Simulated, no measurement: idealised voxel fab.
Process module under the name voxel transistor to metal
For reference, the cross-section in this document is cut, with width 255 nm and square cells of 5 nm.
In what follows, cross-sections appear as grids of square cells, described through bands that run from the top down, where every band is one or more rows of cells.
Basically the band line says how high the top is and how high the bottom is, in nm, and then what's in it from left to right, every material with its width in nm. Empty space shows up as "blank", and if a single material carries "full width" it runs the full band edge to edge.
Basically, 0 is our baseline, since under it the wafer straight out of the box is all one material. The bottom band has no lower end and keeps on going down, so it looks like "0 down".
Read "30->40" as a graded width: first number on top, second number at the bottom, same change between each pair of neighbouring rows.
Take "nothing altered" at face value: in the step it is given for, the cross-section changed in none of its cells.
In the "Sealed void inventory" entry, you get each enclosed empty space of 8 cells or more, one with no open way to the top, written width x height at distance, distance from the left edge, in nm.
On each step's line, the part that comes after the settings is the simulator's own comment on the step.
Steps that use a mask can have "overlay nm" on their line. It says how far the mask sat to the right of where it was meant to be. Negative means to the left.
Pairs ahead. Before: cross-section ahead of one process step. After: cross-section once the step is done, shown to the lowest changed band only. Under each pair: that step, with settings. Caution: pairs may come from different runs of this module on the same starting wafer; a pair follows the pair above only where its "Pre-process" entry says so.

[Pre-process]
40 to 25: 50 nm blank, then 10 nm SiN, then 20 nm SiCN, then 10 nm SiN, then 70 nm blank, then 10 nm SiN, then 20 nm SiCN, then 10 nm SiN, then 55 nm blank
25 to 5: 50 nm blank, then 10 nm SiN, then 20 nm polySi, then 10 nm SiN, then 70 nm blank, then 10 nm SiN, then 20 nm polySi, then 10 nm SiN, then 55 nm blank
5 to 0: 20 nm blank, then 10 nm SiN, then 20 nm blank, then 10 nm SiN, then 20 nm polySi, then 10 nm SiN, then 20 nm blank, then 10 nm SiN, then 10 nm blank, then 10 nm SiN, then 20 nm blank, then 10 nm SiN, then 20 nm polySi, then 10 nm SiN, then 20 nm blank, then 10 nm SiN, then 25 nm blank
0 to -5: 30 nm SiO2, then 20 nm nSi, then 40 nm SiO2, then 20 nm nSi, then 30 nm SiO2, then 20 nm nSi, then 40 nm SiO2, then 20 nm nSi, then 35 nm SiO2
-5 to -30: 30 nm SiO2, then 80 nm Si, then 30 nm SiO2, then 80 nm Si, then 35 nm SiO2
-30 down: Si full width
Sealed void inventory: none

[Post-Process View]
45 to 40: SiO2 full width
40 to 25: 50 nm SiO2, then 10 nm SiN, then 20 nm SiCN, then 10 nm SiN, then 70 nm SiO2, then 10 nm SiN, then 20 nm SiCN, then 10 nm SiN, then 55 nm SiO2
25 to 5: 50 nm SiO2, then 10 nm SiN, then 20 nm polySi, then 10 nm SiN, then 70 nm SiO2, then 10 nm SiN, then 20 nm polySi, then 10 nm SiN, then 55 nm SiO2
5 to 0: 20 nm SiO2, then 10 nm SiN, then 20 nm SiO2, then 10 nm SiN, then 20 nm polySi, then 10 nm SiN, then 20 nm SiO2, then 10 nm SiN, then 10 nm SiO2, then 10 nm SiN, then 20 nm SiO2, then 10 nm SiN, then 20 nm polySi, then 10 nm SiN, then 20 nm SiO2, then 10 nm SiN, then 25 nm SiO2
At heights below 0, the structure remains unaltered.
Sealed void inventory: none
Step between the cross-sections above: FILL_DEP, material SiO2, thk nm 5

Pre-process: the state before this step is the cross-section shown after the step in the pair just above.

[Post-Process View]
40 to 25: 50 nm SiO2, then 10 nm SiN, then 20 nm SiCN, then 10 nm SiN, then 70 nm SiO2, then 10 nm SiN, then 20 nm SiCN, then 10 nm SiN, then 55 nm SiO2
At heights below 25, the structure remains unaltered.
Sealed void inventory: none
Step between the cross-sections above: CMP, height nm 40

Pre-process: the state before this step is the cross-section shown after the step in the pair just above.

[Post-Process View]
50 to 40: SiO2 full width
At heights below 40, the structure remains unaltered.
Sealed void inventory: none
Step between the cross-sections above: DIRECTIONAL_DEP, material SiO2, thk nm 10

Pre-process: the state before this step is the cross-section shown after the step in the pair just above.

[Post-Process View]
65 to 50: 30 nm resist, then 25 nm blank, then 30 nm resist, then 25 nm blank, then 30 nm resist, then 25 nm blank, then 30 nm resist, then 25 nm blank, then 35 nm resist
At heights below 50, the structure remains unaltered.
Sealed void inventory: none
Step between the cross-sections above: PATTERN, tone open, mask id CONTACT, material resist, width nm 25, pitch nm 55, thk nm 15, overlay nm 0

Pre-process: the state before this step is the cross-section shown after the step in the pair just above.

[Post-Process View]
65 to 50: 30 nm resist, then 25 nm blank, then 30 nm resist, then 25 nm blank, then 30 nm resist, then 25 nm blank, then 30 nm resist, then 25 nm blank, then 35 nm resist
50 to 40: 30 nm SiO2, then 25 nm blank, then 30 nm SiO2, then 25 nm blank, then 30 nm SiO2, then 25 nm blank, then 30 nm SiO2, then 25 nm blank, then 35 nm SiO2
40 to 25: 30 nm SiO2, then 20 nm blank, then 10 nm SiN, then 20 nm SiCN, then 10 nm SiN, then 20 nm blank, then 30 nm SiO2, then 20 nm blank, then 10 nm SiN, then 20 nm SiCN, then 10 nm SiN, then 20 nm blank, then 35 nm SiO2
25 to 5: 30 nm SiO2, then 20 nm blank, then 10 nm SiN, then 20 nm polySi, then 10 nm SiN, then 20 nm blank, then 30 nm SiO2, then 20 nm blank, then 10 nm SiN, then 20 nm polySi, then 10 nm SiN, then 20 nm blank, then 35 nm SiO2
5 to 0: 20 nm SiO2, then 10 nm SiN, then 20 nm blank, then 10 nm SiN, then 20 nm polySi, then 10 nm SiN, then 20 nm blank, then 10 nm SiN, then 10 nm SiO2, then 10 nm SiN, then 20 nm blank, then 10 nm SiN, then 20 nm polySi, then 10 nm SiN, then 20 nm blank, then 10 nm SiN, then 25 nm SiO2
At heights below 0, the structure remains unaltered.
Sealed void inventory: none
Step between the cross-sections above: DIRECTIONAL_ETCH, etch materials SiO2, depth nm 50

Pre-process: the state before this step is the cross-section shown after the step in the pair just above.

[Post-Process View]
50 to 40: 30 nm SiO2, then 25 nm blank, then 30 nm SiO2, then 25 nm blank, then 30 nm SiO2, then 25 nm blank, then 30 nm SiO2, then 25 nm blank, then 35 nm SiO2
At heights below 40, the structure remains unaltered.
Sealed void inventory: none
Step between the cross-sections above: STRIP, etch materials resist

Pre-process: the state before this step is the cross-section shown after the step in the pair just above.

[Post-Process View]
55 to 50: 35 nm TiN, then 15 nm blank, then 40 nm TiN, then 15 nm blank, then 40 nm TiN, then 15 nm blank, then 40 nm TiN, then 15 nm blank, then 40 nm TiN
50 to 40: 30 nm SiO2, then 5 nm TiN, then 15->10 nm blank, then 5->10 nm TiN, then 30 nm SiO2, then 5->10 nm TiN, then 15->10 nm blank, then 5 nm TiN, then 30 nm SiO2, then 5 nm TiN, then 15->10 nm blank, then 5->10 nm TiN, then 30 nm SiO2, then 5->10 nm TiN, then 15->10 nm blank, then 5 nm TiN, then 35 nm SiO2
40 to 25: 30 nm SiO2, then 5 nm TiN, then 10 nm blank, then 5 nm TiN, then 10 nm SiN, then 20 nm SiCN, then 10 nm SiN, then 5 nm TiN, then 10 nm blank, then 5 nm TiN, then 30 nm SiO2, then 5 nm TiN, then 10 nm blank, then 5 nm TiN, then 10 nm SiN, then 20 nm SiCN, then 10 nm SiN, then 5 nm TiN, then 10 nm blank, then 5 nm TiN, then 35 nm SiO2
25 to 5: 30 nm SiO2, then 5 nm TiN, then 10 nm blank, then 5 nm TiN, then 10 nm SiN, then 20 nm polySi, then 10 nm SiN, then 5 nm TiN, then 10 nm blank, then 5 nm TiN, then 30 nm SiO2, then 5 nm TiN, then 10 nm blank, then 5 nm TiN, then 10 nm SiN, then 20 nm polySi, then 10 nm SiN, then 5 nm TiN, then 10 nm blank, then 5 nm TiN, then 35 nm SiO2
5 to 0: 20 nm SiO2, then 10 nm SiN, then 20 nm TiN, then 10 nm SiN, then 20 nm polySi, then 10 nm SiN, then 20 nm TiN, then 10 nm SiN, then 10 nm SiO2, then 10 nm SiN, then 20 nm TiN, then 10 nm SiN, then 20 nm polySi, then 10 nm SiN, then 20 nm TiN, then 10 nm SiN, then 25 nm SiO2
At heights below 0, the structure remains unaltered.
Sealed void inventory: none
Step between the cross-sections above: CONFORMAL_DEP, material TiN, thk nm 5

Pre-process: the state before this step is the cross-section shown after the step in the pair just above.

[Post-Process View]
60 to 55: Ru full width
55 to 50: 35 nm TiN, then 15 nm Ru, then 40 nm TiN, then 15 nm Ru, then 40 nm TiN, then 15 nm Ru, then 40 nm TiN, then 15 nm Ru, then 40 nm TiN
50 to 40: 30 nm SiO2, then 5 nm TiN, then 15->10 nm Ru, then 5->10 nm TiN, then 30 nm SiO2, then 5->10 nm TiN, then 15->10 nm Ru, then 5 nm TiN, then 30 nm SiO2, then 5 nm TiN, then 15->10 nm Ru, then 5->10 nm TiN, then 30 nm SiO2, then 5->10 nm TiN, then 15->10 nm Ru, then 5 nm TiN, then 35 nm SiO2
40 to 25: 30 nm SiO2, then 5 nm TiN, then 10 nm Ru, then 5 nm TiN, then 10 nm SiN, then 20 nm SiCN, then 10 nm SiN, then 5 nm TiN, then 10 nm Ru, then 5 nm TiN, then 30 nm SiO2, then 5 nm TiN, then 10 nm Ru, then 5 nm TiN, then 10 nm SiN, then 20 nm SiCN, then 10 nm SiN, then 5 nm TiN, then 10 nm Ru, then 5 nm TiN, then 35 nm SiO2
25 to 5: 30 nm SiO2, then 5 nm TiN, then 10 nm Ru, then 5 nm TiN, then 10 nm SiN, then 20 nm polySi, then 10 nm SiN, then 5 nm TiN, then 10 nm Ru, then 5 nm TiN, then 30 nm SiO2, then 5 nm TiN, then 10 nm Ru, then 5 nm TiN, then 10 nm SiN, then 20 nm polySi, then 10 nm SiN, then 5 nm TiN, then 10 nm Ru, then 5 nm TiN, then 35 nm SiO2
At heights below 5, the structure remains unaltered.
Sealed void inventory: none
Step between the cross-sections above: FILL_DEP, material Ru, thk nm 5

Pre-process: the state before this step is the cross-section shown after the step in the pair just above.

[Post-Process View]
50 to 40: 30 nm SiO2, then 5 nm TiN, then 15->10 nm Ru, then 5->10 nm TiN, then 30 nm SiO2, then 5->10 nm TiN, then 15->10 nm Ru, then 5 nm TiN, then 30 nm SiO2, then 5 nm TiN, then 15->10 nm Ru, then 5->10 nm TiN, then 30 nm SiO2, then 5->10 nm TiN, then 15->10 nm Ru, then 5 nm TiN, then 35 nm SiO2
At heights below 40, the structure remains unaltered.
Sealed void inventory: none
Step between the cross-sections above: CMP, height nm 50

Pre-process: the state before this step is the cross-section shown after the step in the pair just above.

[Post-Process View]
55 to 50: TiN full width
At heights below 50, the structure remains unaltered.
Sealed void inventory: none
Step between the cross-sections above: DIRECTIONAL_DEP, material TiN, thk nm 5

Pre-process: the state before this step is the cross-section shown after the step in the pair just above.

[Post-Process View]
70 to 55: Ru full width
At heights below 55, the structure remains unaltered.
Sealed void inventory: none
Step between the cross-sections above: DIRECTIONAL_DEP, material Ru, thk nm 15

Pre-process: the state before this step is the cross-section shown after the step in the pair just above.

[Post-Process View]
70 to 55: 30 nm blank, then 15 nm Ru, then 50 nm blank, then 15 nm Ru, then 30 nm blank, then 15 nm Ru, then 50 nm blank, then 15 nm Ru, then 35 nm blank
At heights below 55, the structure remains unaltered.
Sealed void inventory: none
Step between the cross-sections above: MASKED_ETCH, tone cover, mask id METAL_1, width nm 15, etch materials Ru, depth nm 15, overlay nm 0

Pre-process: the state before this step is the cross-section shown after the step in the pair just above.

[Post-Process View]
70 to 55: 30 nm blank, then 15 nm Ru, then 50 nm blank, then 15 nm Ru, then 30 nm blank, then 15 nm Ru, then 50 nm blank, then 15 nm Ru, then 35 nm blank
55 to 50: 30 nm blank, then 15 nm TiN, then 50 nm blank, then 15 nm TiN, then 30 nm blank, then 15 nm TiN, then 50 nm blank, then 15 nm TiN, then 35 nm blank
At heights below 50, the structure remains unaltered.
Sealed void inventory: none
Step between the cross-sections above: MASKED_ETCH, tone cover, mask id METAL_1, width nm 15, etch materials TiN, depth nm 5, overlay nm 0

Pre-process: the state before this step is the cross-section shown after the step in the pair just above.

[Post-Process View]
75 to 70: 25 nm blank, then 25 nm SiN, then 40 nm blank, then 25 nm SiN, then 20 nm blank, then 25 nm SiN, then 40 nm blank, then 25 nm SiN, then 30 nm blank
70 to 55: 25 nm blank, then 5 nm SiN, then 15 nm Ru, then 5 nm SiN, then 40 nm blank, then 5 nm SiN, then 15 nm Ru, then 5 nm SiN, then 20 nm blank, then 5 nm SiN, then 15 nm Ru, then 5 nm SiN, then 40 nm blank, then 5 nm SiN, then 15 nm Ru, then 5 nm SiN, then 30 nm blank
55 to 50: 30 nm SiN, then 15 nm TiN, then 50 nm SiN, then 15 nm TiN, then 30 nm SiN, then 15 nm TiN, then 50 nm SiN, then 15 nm TiN, then 35 nm SiN
At heights below 50, the structure remains unaltered.
Sealed void inventory: none
Step between the cross-sections above: CONFORMAL_DEP, material SiN, thk nm 5

Pre-process: the state before this step is the cross-section shown after the step in the pair just above.

[Post-Process View]
85 to 75: SiO2 full width
75 to 70: 25 nm SiO2, then 25 nm SiN, then 40 nm SiO2, then 25 nm SiN, then 20 nm SiO2, then 25 nm SiN, then 40 nm SiO2, then 25 nm SiN, then 30 nm SiO2
70 to 55: 25 nm SiO2, then 5 nm SiN, then 15 nm Ru, then 5 nm SiN, then 40 nm SiO2, then 5 nm SiN, then 15 nm Ru, then 5 nm SiN, then 20 nm SiO2, then 5 nm SiN, then 15 nm Ru, then 5 nm SiN, then 40 nm SiO2, then 5 nm SiN, then 15 nm Ru, then 5 nm SiN, then 30 nm SiO2
At heights below 55, the structure remains unaltered.
Sealed void inventory: none
Step between the cross-sections above: FILL_DEP, material SiO2, thk nm 10

Pre-process: the state before this step is the cross-section shown after the step in the pair just above.

[Post-Process View]
70 to 55: 25 nm SiO2, then 5 nm SiN, then 15 nm Ru, then 5 nm SiN, then 40 nm SiO2, then 5 nm SiN, then 15 nm Ru, then 5 nm SiN, then 20 nm SiO2, then 5 nm SiN, then 15 nm Ru, then 5 nm SiN, then 40 nm SiO2, then 5 nm SiN, then 15 nm Ru, then 5 nm SiN, then 30 nm SiO2
At heights below 55, the structure remains unaltered.
Sealed void inventory: none
Step between the cross-sections above: CMP, height nm 70

Pre-process: the state before this step is the cross-section shown after the step in the pair just above.

[Post-Process View]
75 to 70: SiCN full width
At heights below 70, the structure remains unaltered.
Sealed void inventory: none
Step between the cross-sections above: CONFORMAL_DEP, material SiCN, thk nm 5

Pre-process: the state before this step is the cross-section shown after the step in the pair just above.

[Post-Process View]
105 to 75: SiO2 full width
At heights below 75, the structure remains unaltered.
Sealed void inventory: none
Step between the cross-sections above: DIRECTIONAL_DEP, material SiO2, thk nm 30

Pre-process: the state before this step is the cross-section shown after the step in the pair just above.

[Post-Process View]
105 to 90: 30 nm SiO2, then 15 nm blank, then 95 nm SiO2, then 15 nm blank, then 100 nm SiO2
At heights below 90, the structure remains unaltered.
Sealed void inventory: none
Step between the cross-sections above: MASKED_ETCH, tone open, mask id METAL_2, width nm 15, pitch nm 110, etch materials SiO2, depth nm 15, overlay nm 0

Pre-process: the state before this step is the cross-section shown after the step in the pair just above.

[Post-Process View]
115 to 105: 30 nm aC, then 15 nm blank, then 95 nm aC, then 15 nm blank, then 100 nm aC
105 to 100: 30 nm SiO2, then 15 nm blank, then 95 nm SiO2, then 15 nm blank, then 100 nm SiO2
100 to 90: 30 nm SiO2, then 15 nm aC, then 95 nm SiO2, then 15 nm aC, then 100 nm SiO2
At heights below 90, the structure remains unaltered.
Sealed void inventory: none
Step between the cross-sections above: DIRECTIONAL_DEP, material aC, thk nm 10

Pre-process: the state before this step is the cross-section shown after the step in the pair just above.

[Post-Process View]
145 to 115: 30 nm resist, then 15 nm blank, then 95 nm resist, then 15 nm blank, then 100 nm resist
At heights below 115, the structure remains unaltered.
Sealed void inventory: none
Step between the cross-sections above: PATTERN, tone open, mask id METAL_2_HOLES, material resist, width nm 15, pitch nm 110, thk nm 30, overlay nm 0

Pre-process: the state before this step is the cross-section shown after the step in the pair just above.

[Post-Process View]
135 to 115: 30 nm resist, then 15 nm blank, then 95 nm resist, then 15 nm blank, then 100 nm resist
115 to 105: 30 nm aC, then 15 nm blank, then 95 nm aC, then 15 nm blank, then 100 nm aC
105 to 90: 30 nm SiO2, then 15 nm blank, then 95 nm SiO2, then 15 nm blank, then 100 nm SiO2
At heights below 90, the structure remains unaltered.
Sealed void inventory: none
Step between the cross-sections above: DIRECTIONAL_ETCH, etch materials aC, depth nm 10

Pre-process: the state before this step is the cross-section shown after the step in the pair just above.

[Post-Process View]
115 to 105: 30 nm aC, then 15 nm blank, then 95 nm aC, then 15 nm blank, then 100 nm aC
At heights below 105, the structure remains unaltered.
Sealed void inventory: none
Step between the cross-sections above: STRIP, etch materials resist

Pre-process: the state before this step is the cross-section shown after the step in the pair just above.

[Post-Process View]
115 to 105: 30 nm aC, then 15 nm blank, then 95 nm aC, then 15 nm blank, then 100 nm aC
105 to 75: 30 nm SiO2, then 15 nm blank, then 95 nm SiO2, then 15 nm blank, then 100 nm SiO2
At heights below 75, the structure remains unaltered.
Sealed void inventory: none
Step between the cross-sections above: DIRECTIONAL_ETCH, etch materials SiO2, depth nm 15

Pre-process: the state before this step is the cross-section shown after the step in the pair just above.

[Post-Process View]
115 to 105: 30 nm aC, then 15 nm blank, then 95 nm aC, then 15 nm blank, then 100 nm aC
105 to 75: 30 nm SiO2, then 15 nm blank, then 95 nm SiO2, then 15 nm blank, then 100 nm SiO2
75 to 70: 30 nm SiCN, then 15 nm blank, then 95 nm SiCN, then 15 nm blank, then 100 nm SiCN
At heights below 70, the structure remains unaltered.
Sealed void inventory: none
Step between the cross-sections above: DIRECTIONAL_ETCH, etch materials SiCN, depth nm 5

Pre-process: the state before this step is the cross-section shown after the step in the pair just above.

[Post-Process View]
105 to 75: 30 nm SiO2, then 15 nm blank, then 95 nm SiO2, then 15 nm blank, then 100 nm SiO2
At heights below 75, the structure remains unaltered.
Sealed void inventory: none
Step between the cross-sections above: STRIP, etch materials aC

Pre-process: the state before this step is the cross-section shown after the step in the pair just above.

[Post-Process View]
110 to 105: 35 nm TiN, then 5 nm blank, then 105 nm TiN, then 5 nm blank, then 105 nm TiN
105 to 75: 30 nm SiO2, then 5 nm TiN, then 5 nm blank, then 5 nm TiN, then 95 nm SiO2, then 5 nm TiN, then 5 nm blank, then 5 nm TiN, then 100 nm SiO2
75 to 70: 30 nm SiCN, then 15 nm TiN, then 95 nm SiCN, then 15 nm TiN, then 100 nm SiCN
At heights below 70, the structure remains unaltered.
Sealed void inventory: none
Step between the cross-sections above: CONFORMAL_DEP, material TiN, thk nm 5

Pre-process: the state before this step is the cross-section shown after the step in the pair just above.

[Post-Process View]
115 to 110: Ru full width
110 to 105: 35 nm TiN, then 5 nm Ru, then 105 nm TiN, then 5 nm Ru, then 105 nm TiN
105 to 75: 30 nm SiO2, then 5 nm TiN, then 5 nm Ru, then 5 nm TiN, then 95 nm SiO2, then 5 nm TiN, then 5 nm Ru, then 5 nm TiN, then 100 nm SiO2
At heights below 75, the structure remains unaltered.
Sealed void inventory: none
Step between the cross-sections above: FILL_DEP, material Ru, thk nm 5

Pre-process: the state before this step is the cross-section shown after the step in the pair just above.

[Post-Process View]
105 to 75: 30 nm SiO2, then 5 nm TiN, then 5 nm Ru, then 5 nm TiN, then 95 nm SiO2, then 5 nm TiN, then 5 nm Ru, then 5 nm TiN, then 100 nm SiO2
At heights below 75, the structure remains unaltered.
Sealed void inventory: none
Step between the cross-sections above: CMP, height nm 105

Pre-process: the state before this step is the cross-section shown after the step in the pair just above.

[Post-Process View]
110 to 105: SiN full width
At heights below 105, the structure remains unaltered.
Sealed void inventory: none
Step between the cross-sections above: CONFORMAL_DEP, material SiN, thk nm 5

[Pre-process]
30 to 25: 20 nm polySi, then 100 nm blank, then 10 nm polySi, then 100 nm blank, then 25 nm polySi
25 to 5: polySi full width
5 to 0: 20 nm SiO2, then 100 nm polySi, then 10 nm SiO2, then 100 nm polySi, then 25 nm SiO2
0 to -5: SiO2 full width
-5 to -30: 30 nm SiO2, then 80 nm Si, then 30 nm SiO2, then 80 nm Si, then 35 nm SiO2
-30 down: Si full width
Sealed void inventory: none

[Post-Process View]
40 to 35: 20 nm SiCN, then 100 nm blank, then 10 nm SiCN, then 100 nm blank, then 25 nm SiCN
35 to 30: SiCN full width
30 to 25: 20 nm polySi, then 100 nm SiCN, then 10 nm polySi, then 100 nm SiCN, then 25 nm polySi
At heights below 25, the structure remains unaltered.
Sealed void inventory: none
Step between the cross-sections above: DIRECTIONAL_DEP, material SiCN, thk nm 10

Pre-process: the state before this step is the cross-section shown after the step in the pair just above.

[Post-Process View]
60 to 40: 60 nm blank, then 20 nm resist, then 90 nm blank, then 20 nm resist, then 65 nm blank
40 to 35: 20 nm SiCN, then 40 nm blank, then 20 nm resist, then 40 nm blank, then 10 nm SiCN, then 40 nm blank, then 20 nm resist, then 40 nm blank, then 25 nm SiCN
At heights below 35, the structure remains unaltered.
Sealed void inventory: none
Step between the cross-sections above: PATTERN, tone cover, mask id GATE, material resist, width nm 20, pitch nm 110, thk nm 20, overlay nm 0

Pre-process: the state before this step is the cross-section shown after the step in the pair just above.

[Post-Process View]
60 to 35: 60 nm blank, then 20 nm resist, then 90 nm blank, then 20 nm resist, then 65 nm blank
35 to 30: 60 nm blank, then 20 nm SiCN, then 90 nm blank, then 20 nm SiCN, then 65 nm blank
30 to 25: 20 nm polySi, then 40 nm blank, then 20 nm SiCN, then 40 nm blank, then 10 nm polySi, then 40 nm blank, then 20 nm SiCN, then 40 nm blank, then 25 nm polySi
At heights below 25, the structure remains unaltered.
Sealed void inventory: none
Step between the cross-sections above: DIRECTIONAL_ETCH, etch materials SiCN, depth nm 25

Pre-process: the state before this step is the cross-section shown after the step in the pair just above.

[Post-Process View]
60 to 35: 60 nm blank, then 20 nm resist, then 90 nm blank, then 20 nm resist, then 65 nm blank
35 to 25: 60 nm blank, then 20 nm SiCN, then 90 nm blank, then 20 nm SiCN, then 65 nm blank
25 to 5: 60 nm blank, then 20 nm polySi, then 90 nm blank, then 20 nm polySi, then 65 nm blank
5 to 0: 20 nm SiO2, then 40 nm blank, then 20 nm polySi, then 40 nm blank, then 10 nm SiO2, then 40 nm blank, then 20 nm polySi, then 40 nm blank, then 25 nm SiO2
At heights below 0, the structure remains unaltered.
Sealed void inventory: none
Step between the cross-sections above: DIRECTIONAL_ETCH, etch materials polySi, depth nm 35

Pre-process: the state before this step is the cross-section shown after the step in the pair just above.

[Post-Process View]
35 to 25: 60 nm blank, then 20 nm SiCN, then 90 nm blank, then 20 nm SiCN, then 65 nm blank
At heights below 25, the structure remains unaltered.
Sealed void inventory: none
Step between the cross-sections above: STRIP, etch materials resist

Pre-process: the state before this step is the cross-section shown after the step in the pair just above.

[Post-Process View]
45 to 35: 50 nm blank, then 40 nm SiN, then 70 nm blank, then 40 nm SiN, then 55 nm blank
35 to 25: 50 nm blank, then 10 nm SiN, then 20 nm SiCN, then 10 nm SiN, then 70 nm blank, then 10 nm SiN, then 20 nm SiCN, then 10 nm SiN, then 55 nm blank
25 to 15: 50 nm blank, then 10 nm SiN, then 20 nm polySi, then 10 nm SiN, then 70 nm blank, then 10 nm SiN, then 20 nm polySi, then 10 nm SiN, then 55 nm blank
15 to 10: 30 nm SiN, then 20 nm blank, then 10 nm SiN, then 20 nm polySi, then 10 nm SiN, then 20 nm blank, then 30 nm SiN, then 20 nm blank, then 10 nm SiN, then 20 nm polySi, then 10 nm SiN, then 20 nm blank, then 35 nm SiN
10 to 5: 60 nm SiN, then 20 nm polySi, then 90 nm SiN, then 20 nm polySi, then 65 nm SiN
5 to 0: 20 nm SiO2, then 40 nm SiN, then 20 nm polySi, then 40 nm SiN, then 10 nm SiO2, then 40 nm SiN, then 20 nm polySi, then 40 nm SiN, then 25 nm SiO2
At heights below 0, the structure remains unaltered.
Sealed void inventory: none
Step between the cross-sections above: CONFORMAL_DEP, material SiN, thk nm 10

Pre-process: the state before this step is the cross-section shown after the step in the pair just above.

[Post-Process View]
35 to 25: 50 nm blank, then 10 nm SiN, then 20 nm SiCN, then 10 nm SiN, then 70 nm blank, then 10 nm SiN, then 20 nm SiCN, then 10 nm SiN, then 55 nm blank
25 to 5: 50 nm blank, then 10 nm SiN, then 20 nm polySi, then 10 nm SiN, then 70 nm blank, then 10 nm SiN, then 20 nm polySi, then 10 nm SiN, then 55 nm blank
5 to 0: 20 nm SiO2, then 10 nm SiN, then 20 nm blank, then 10 nm SiN, then 20 nm polySi, then 10 nm SiN, then 20 nm blank, then 10 nm SiN, then 10 nm SiO2, then 10 nm SiN, then 20 nm blank, then 10 nm SiN, then 20 nm polySi, then 10 nm SiN, then 20 nm blank, then 10 nm SiN, then 25 nm SiO2
At heights below 0, the structure remains unaltered.
Sealed void inventory: none
Step between the cross-sections above: DIRECTIONAL_ETCH, etch materials SiN, depth nm 10

Pre-process: the state before this step is the cross-section shown after the step in the pair just above.

[Post-Process View]
35 to 25: 50 nm blank, then 10 nm SiN, then 20 nm SiCN, then 10 nm SiN, then 70 nm blank, then 10 nm SiN, then 20 nm SiCN, then 10 nm SiN, then 55 nm blank
25 to 5: 50 nm blank, then 10 nm SiN, then 20 nm polySi, then 10 nm SiN, then 70 nm blank, then 10 nm SiN, then 20 nm polySi, then 10 nm SiN, then 55 nm blank
5 to 0: 20 nm blank, then 10 nm SiN, then 20 nm blank, then 10 nm SiN, then 20 nm polySi, then 10 nm SiN, then 20 nm blank, then 10 nm SiN, then 10 nm blank, then 10 nm SiN, then 20 nm blank, then 10 nm SiN, then 20 nm polySi, then 10 nm SiN, then 20 nm blank, then 10 nm SiN, then 25 nm blank
0 to -5: 30 nm SiO2, then 20 nm blank, then 40 nm SiO2, then 20 nm blank, then 30 nm SiO2, then 20 nm blank, then 40 nm SiO2, then 20 nm blank, then 35 nm SiO2
At heights below -5, the structure remains unaltered.
Sealed void inventory: none
Step between the cross-sections above: DIRECTIONAL_ETCH, etch materials SiO2, depth nm 5

Pre-process: the state before this step is the cross-section shown after the step in the pair just above.

[Post-Process View]
35 to 25: 50 nm blank, then 10 nm SiN, then 20 nm SiCN, then 10 nm SiN, then 70 nm blank, then 10 nm SiN, then 20 nm SiCN, then 10 nm SiN, then 55 nm blank
25 to 5: 50 nm blank, then 10 nm SiN, then 20 nm polySi, then 10 nm SiN, then 70 nm blank, then 10 nm SiN, then 20 nm polySi, then 10 nm SiN, then 55 nm blank
5 to 0: 20 nm blank, then 10 nm SiN, then 20 nm blank, then 10 nm SiN, then 20 nm polySi, then 10 nm SiN, then 20 nm blank, then 10 nm SiN, then 10 nm blank, then 10 nm SiN, then 20 nm blank, then 10 nm SiN, then 20 nm polySi, then 10 nm SiN, then 20 nm blank, then 10 nm SiN, then 25 nm blank
0 to -5: 30 nm SiO2, then 20 nm blank, then 40 nm SiO2, then 20 nm blank, then 30 nm SiO2, then 20 nm blank, then 40 nm SiO2, then 20 nm blank, then 35 nm SiO2
-5 to -15: 30 nm SiO2, then 20 nm blank, then 40 nm Si, then 20 nm blank, then 30 nm SiO2, then 20 nm blank, then 40 nm Si, then 20 nm blank, then 35 nm SiO2
At heights below -15, the structure remains unaltered.
Sealed void inventory: none
Step between the cross-sections above: DIRECTIONAL_ETCH, etch materials Si, depth nm 10

Pre-process: the state before this step is the cross-section shown after the step in the pair just above.

[Post-Process View]
35 to 25: 50 nm blank, then 10 nm SiN, then 20 nm SiCN, then 10 nm SiN, then 70 nm blank, then 10 nm SiN, then 20 nm SiCN, then 10 nm SiN, then 55 nm blank
25 to 10: 50 nm blank, then 10 nm SiN, then 20 nm polySi, then 10 nm SiN, then 70 nm blank, then 10 nm SiN, then 20 nm polySi, then 10 nm SiN, then 55 nm blank
10 to 5: 35 nm blank, then 15 nm nSi, then 10 nm SiN, then 20 nm polySi, then 10 nm SiN, then 15 nm nSi, then 40 nm blank, then 15 nm nSi, then 10 nm SiN, then 20 nm polySi, then 10 nm SiN, then 15 nm nSi, then 40 nm blank
5 to 0: 20 nm blank, then 10 nm SiN, then 5 nm blank, then 15 nm nSi, then 10 nm SiN, then 20 nm polySi, then 10 nm SiN, then 15 nm nSi, then 5 nm blank, then 10 nm SiN, then 10 nm blank, then 10 nm SiN, then 5 nm blank, then 15 nm nSi, then 10 nm SiN, then 20 nm polySi, then 10 nm SiN, then 15 nm nSi, then 5 nm blank, then 10 nm SiN, then 25 nm blank
0 to -5: 30 nm SiO2, then 20 nm nSi, then 40 nm SiO2, then 20 nm nSi, then 30 nm SiO2, then 20 nm nSi, then 40 nm SiO2, then 20 nm nSi, then 35 nm SiO2
-5 to -15: 30 nm SiO2, then 20 nm nSi, then 40 nm Si, then 20 nm nSi, then 30 nm SiO2, then 20 nm nSi, then 40 nm Si, then 20 nm nSi, then 35 nm SiO2
At heights below -15, the structure remains unaltered.
Sealed void inventory: none
Step between the cross-sections above: EPI, material nSi, thk nm 15

Pre-process: the state before this step is the cross-section shown after the step in the pair just above.

[Post-Process View]
40 to 35: SiO2 full width
35 to 25: 50 nm SiO2, then 10 nm SiN, then 20 nm SiCN, then 10 nm SiN, then 70 nm SiO2, then 10 nm SiN, then 20 nm SiCN, then 10 nm SiN, then 55 nm SiO2
25 to 10: 50 nm SiO2, then 10 nm SiN, then 20 nm polySi, then 10 nm SiN, then 70 nm SiO2, then 10 nm SiN, then 20 nm polySi, then 10 nm SiN, then 55 nm SiO2
10 to 5: 35 nm SiO2, then 15 nm nSi, then 10 nm SiN, then 20 nm polySi, then 10 nm SiN, then 15 nm nSi, then 40 nm SiO2, then 15 nm nSi, then 10 nm SiN, then 20 nm polySi, then 10 nm SiN, then 15 nm nSi, then 40 nm SiO2
5 to 0: 20 nm SiO2, then 10 nm SiN, then 5 nm SiO2, then 15 nm nSi, then 10 nm SiN, then 20 nm polySi, then 10 nm SiN, then 15 nm nSi, then 5 nm SiO2, then 10 nm SiN, then 10 nm SiO2, then 10 nm SiN, then 5 nm SiO2, then 15 nm nSi, then 10 nm SiN, then 20 nm polySi, then 10 nm SiN, then 15 nm nSi, then 5 nm SiO2, then 10 nm SiN, then 25 nm SiO2
At heights below 0, the structure remains unaltered.
Sealed void inventory: none
Step between the cross-sections above: FILL_DEP, material SiO2, thk nm 5
